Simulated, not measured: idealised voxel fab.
process module | voxel capacitor over wiring
cross-section cut | 205 nm wide | cells 5 nm
A cross-section is a grid of square cells, given in bands from the top down. A band is one or more rows of cells.
Each band's line starts with the height of the band's top and of its bottom, in nm. Then come its materials from left to right, each with its width in nm. One material with "throughout" fills the band from edge to edge. "air" is empty space.
Height 0 is the level under which the wafer as received is all one material. The lowest band goes on downwards, as in "0 down".
A width such as "30 to 40" changes by the same amount from each row of cells to the next, from the band's top row to its bottom row.
"no change" after a step means that no cell of the cross-section changed.
closed voids: empty space of 8 cells or more with no open way to the top, each as width x height at its distance from the left edge, in nm
after a step's settings: what the simulator itself notes on the step
overlay nm, on a step with a mask: how far to the right of its planned place the mask lay; to the left if negative
Each pair below shows a cross-section before one step and the cross-section after it, down to the lowest band that changed. The line under each pair gives the step between them, with its settings. The pairs can come from different runs of this module on the same starting wafer, so a pair continues from the pair above only where its "before" says so.
before
  80 to 70: air 55 | TiN 70 | air 80
  70 to 65: air 55 | SiN 70 | air 80
  65 to 55: SiN throughout
  55 to 45: lowk 55 | TiN 5 | Ru 5 | TiN 5 | lowk 135
  45 to 40: SiCN 55 | TiN 15 | SiCN 135
  40 to 15: lowk 45 | TiN 5 | Cu 15 | TiN 5 | lowk 65 | TiN 5 | Cu 15 | TiN 5 | lowk 45
  15 to 10: SiCN 45 | TiN 25 | SiCN 65 | TiN 25 | SiCN 45
  10 to 0: SiO2 throughout
  0 down: Si throughout
  closed voids: none
after
  100 to 80: SiO2 throughout
  80 to 70: SiO2 55 | TiN 70 | SiO2 80
  70 to 65: SiO2 55 | SiN 70 | SiO2 80
  below 65: unchanged
  closed voids: none
the step between: op FILL_DEP | material SiO2 | thk nm 20
before: the cross-section after the pair above
after
  95 to 80: SiO2 throughout
  below 80: unchanged
  closed voids: none
the step between: op CMP | height nm 95
before: the cross-section after the pair above
after
  115 to 95: resist 65 | air 15 | resist 125
  below 95: unchanged
  closed voids: none
the step between: op PATTERN | tone open | mask id PLUG_2 | material resist | width nm 15 | thk nm 20 | overlay nm 0
before: the cross-section after the pair above
after
  115 to 95: resist 65 | air 15 | resist 125
  95 to 80: SiO2 65 | air 15 | SiO2 125
  below 80: unchanged
  closed voids: none
the step between: op DIRECTIONAL_ETCH | etch materials SiO2 | depth nm 15
before: the cross-section after the pair above
after
  95 to 80: SiO2 65 | air 15 | SiO2 125
  below 80: unchanged
  closed voids: none
the step between: op STRIP | etch materials resist
before: the cross-section after the pair above
after
  100 to 95: TiN 70 | air 5 | TiN 130
  95 to 85: SiO2 65 | TiN 5 | air 5 | TiN 5 | SiO2 125
  85 to 80: SiO2 65 | TiN 15 | SiO2 125
  below 80: unchanged
  closed voids: none
the step between: op CONFORMAL_DEP | material TiN | thk nm 5
before: the cross-section after the pair above
after
  110 to 100: Ru throughout
  100 to 95: TiN 70 | Ru 5 | TiN 130
  95 to 85: SiO2 65 | TiN 5 | Ru 5 | TiN 5 | SiO2 125
  below 85: unchanged
  closed voids: none
the step between: op FILL_DEP | material Ru | thk nm 10
before: the cross-section after the pair above
after
  95 to 85: SiO2 65 | TiN 5 | Ru 5 | TiN 5 | SiO2 125
  below 85: unchanged
  closed voids: none
the step between: op CMP | height nm 95
before: the cross-section after the pair above
after
  100 to 95: SiN throughout
  below 95: unchanged
  closed voids: none
the step between: op CONFORMAL_DEP | material SiN | thk nm 5
before
  80 to 70: TiN throughout
  70 to 65: SiN throughout
  65 to 55: TiN throughout
  55 to 45: lowk 55 | TiN 5 | Ru 5 | TiN 5 | lowk 135
  45 to 40: SiCN 55 | TiN 15 | SiCN 135
  40 to 15: lowk 45 | TiN 5 | Cu 15 | TiN 5 | lowk 65 | TiN 5 | Cu 15 | TiN 5 | lowk 45
  15 to 10: SiCN 45 | TiN 25 | SiCN 65 | TiN 25 | SiCN 45
  10 to 0: SiO2 throughout
  0 down: Si throughout
  closed voids: none
after
  95 to 80: resist 55 | air 70 | resist 80
  below 80: unchanged
  closed voids: none
the step between: op PATTERN | tone open | mask id UPPER_PLATE | material resist | width nm 70 | thk nm 15 | overlay nm 0
before: the cross-section after the pair above
after
  95 to 80: resist 55 | air 70 | resist 80
  80 to 70: TiN 55 | air 70 | TiN 80
  below 70: unchanged
  closed voids: none
the step between: op DIRECTIONAL_ETCH | etch materials TiN | depth nm 10
before: the cross-section after the pair above
after
  95 to 80: resist 55 | air 70 | resist 80
  80 to 70: TiN 55 | air 70 | TiN 80
  70 to 65: SiN 55 | air 70 | SiN 80
  below 65: unchanged
  closed voids: none
the step between: op DIRECTIONAL_ETCH | etch materials SiN | depth nm 5
before: the cross-section after the pair above
after
  80 to 70: TiN 55 | air 70 | TiN 80
  below 70: unchanged
  closed voids: none
the step between: op STRIP | etch materials resist
before: the cross-section after the pair above
after
  100 to 80: air 50 | resist 80 | air 75
  80 to 70: TiN 55 | resist 70 | TiN 80
  70 to 65: SiN 55 | resist 70 | SiN 80
  below 65: unchanged
  closed voids: none
the step between: op PATTERN | tone cover | mask id LOWER_PLATE | material resist | width nm 80 | thk nm 20 | overlay nm 0
before: the cross-section after the pair above
after
  100 to 80: air 50 | resist 80 | air 75
  80 to 70: air 50 | TiN 5 | resist 70 | TiN 5 | air 75
  below 70: unchanged
  closed voids: none
the step between: op DIRECTIONAL_ETCH | etch materials TiN | depth nm 10
before: the cross-section after the pair above
after
  80 to 70: air 50 | TiN 5 | air 70 | TiN 5 | air 75
  70 to 65: SiN 55 | air 70 | SiN 80
  below 65: unchanged
  closed voids: none
the step between: op STRIP | etch materials resist
before: the cross-section after the pair above
after
  100 to 80: SiO2 throughout
  80 to 70: SiO2 50 | TiN 5 | SiO2 70 | TiN 5 | SiO2 75
  70 to 65: SiN 55 | SiO2 70 | SiN 80
  below 65: unchanged
  closed voids: none
the step between: op FILL_DEP | material SiO2 | thk nm 20
before: the cross-section after the pair above
after
  95 to 80: SiO2 throughout
  below 80: unchanged
  closed voids: none
the step between: op CMP | height nm 95
before: the cross-section after the pair above
after
  115 to 95: resist 65 | air 15 | resist 125
  below 95: unchanged
  closed voids: none
the step between: op PATTERN | tone open | mask id PLUG_2 | material resist | width nm 15 | thk nm 20 | overlay nm 0
before: the cross-section after the pair above
after
  115 to 95: resist 65 | air 15 | resist 125
  95 to 80: SiO2 65 | air 15 | SiO2 125
  below 80: unchanged
  closed voids: none
the step between: op DIRECTIONAL_ETCH | etch materials SiO2 | depth nm 15
before: the cross-section after the pair above
after
  95 to 80: SiO2 65 | air 15 | SiO2 125
  below 80: unchanged
  closed voids: none
the step between: op STRIP | etch materials resist
before: the cross-section after the pair above
after
  100 to 95: TiN 70 | air 5 | TiN 130
  95 to 85: SiO2 65 | TiN 5 | air 5 | TiN 5 | SiO2 125
  85 to 80: SiO2 65 | TiN 15 | SiO2 125
  below 80: unchanged
  closed voids: none
the step between: op CONFORMAL_DEP | material TiN | thk nm 5
before: the cross-section after the pair above
after
  110 to 100: Ru throughout
  100 to 95: TiN 70 | Ru 5 | TiN 130
  95 to 85: SiO2 65 | TiN 5 | Ru 5 | TiN 5 | SiO2 125
  below 85: unchanged
  closed voids: none
the step between: op FILL_DEP | material Ru | thk nm 10
before: the cross-section after the pair above
after
  95 to 85: SiO2 65 | TiN 5 | Ru 5 | TiN 5 | SiO2 125
  below 85: unchanged
  closed voids: none
the step between: op CMP | height nm 95
before: the cross-section after the pair above
after
  100 to 95: SiN throughout
  below 95: unchanged
  closed voids: none
the step between: op CONFORMAL_DEP | material SiN | thk nm 5
